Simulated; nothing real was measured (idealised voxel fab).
You're looking at the process module voxel ribs on slabs.
The figure presents cross-section cut, which has a width of 170 nm and is divided into square cells with an edge length of 5 nm.
The cross-sections in this document take the form of a grid made of square cells. They are written out as bands, in order from top to bottom. Each band consists of one or more rows of cells.
Heights first: top, then bottom, in nm. Then materials, left to right, each with a width in nm. "throughout" on a single material: fills the band edge to edge. "empty": empty space.
The reference from which all heights are counted is 0, the level beneath which the as-received wafer is entirely one material; the lowest band, having no lower bound, proceeds downward and is written after the example "top 0, no bottom".
A two-number width, for instance "30->40", indicates that the width is equal to the first number in the top row of the band and to the second number in the bottom row, and that it changes by a constant amount per row of cells.
A step reported as "nothing changed" is a step in which no cell of the cross-section changed.
The list in "Cavities, closed" covers empty spaces of 8 cells or more that cannot reach the top through any open way, and it gives each as width x height at distance; the distance is from the left edge, and width, height and distance are in nm.
Read whatever lies past the settings on a step's line as the simulator's own remark about the step.
overlay nm: step with mask; distance mask lay right of planned place; negative value = left of planned place.

-- Planned process steps
1. RECEIVE [material Si]
2. DIRECTIONAL_DEP [material SiO2] [thk nm 30]
3. DIRECTIONAL_DEP [material SiN] [thk nm 15]
4. PATTERN [tone cover] [mask id RIB] [material resist] [width nm 20] [thk nm 15] [overlay nm 0]
5. DIRECTIONAL_ETCH [etch materials SiN] [depth nm 10]
6. STRIP [etch materials resist]
7. DIRECTIONAL_DEP [material aC] [thk nm 15]
8. PATTERN [tone cover] [mask id SLAB] [material resist] [width nm 70] [thk nm 35] [overlay nm 0]
9. DIRECTIONAL_ETCH [etch materials aC] [depth nm 15]
10. STRIP [etch materials resist]
11. DIRECTIONAL_ETCH [etch materials SiN] [depth nm 5]
12. STRIP [etch materials aC]
13. FILL_DEP [material SiO2] [thk nm 20]
14. CMP [height nm 55]
15. DIRECTIONAL_DEP [material W] [thk nm 10]
16. DIRECTIONAL_DEP [material aC] [thk nm 10]
17. PATTERN [tone cover] [mask id HEATER] [material resist] [width nm 30] [thk nm 25] [overlay nm 0]
18. DIRECTIONAL_ETCH [etch materials aC] [depth nm 10]
19. STRIP [etch materials resist]
20. DIRECTIONAL_ETCH [etch materials W] [depth nm 10]
21. STRIP [etch materials aC]
22. CONFORMAL_DEP [material SiN] [thk nm 5]

-- Wafer as received: cross-section following step 1
  top 0, no bottom  Si throughout
  Cavities, closed: none

-- Cross-sectional image of the first of two wafers at the end of the module, the run having proceeded as planned
  top 70, bottom 65  empty: 65, then SiN: 40, then empty: 65
  top 65, bottom 60  empty: 65, then SiN: 5, then W: 30, then SiN: 5, then empty: 65
  top 60, bottom 55  SiN: 70, then W: 30, then SiN: 70
  top 55, bottom 45  SiO2 throughout
  top 45, bottom 35  SiO2: 75, then SiN: 20, then SiO2: 75
  top 35, bottom 30  SiO2: 50, then SiN: 70, then SiO2: 50
  top 30, bottom 0  SiO2 throughout
  top 0, no bottom  Si throughout
  Cavities, closed: none

-- This is the second of the two wafers, cross-sectioned at the end of the module; it started exactly like the first and was given the same plan, but it was run with one mistake
  top 70, bottom 65  empty: 65, then SiN: 40, then empty: 65
  top 65, bottom 60  empty: 65, then SiN: 5, then W: 30, then SiN: 5, then empty: 65
  top 60, bottom 55  SiN: 70, then W: 30, then SiN: 70
  top 55, bottom 45  SiO2: 75->50, then SiN: 20->70, then SiO2: 75->50
  top 45, bottom 30  SiN throughout
  top 30, bottom 0  SiO2 throughout
  top 0, no bottom  Si throughout
  Cavities, closed: none
Heads up, the wafer didn't run the way we planned it: plan step 3 was conducted twice
Per the end-of-run cell counts, the second wafer holds more or fewer of some materials than the first: 98 more of SiN, 98 fewer of SiO2
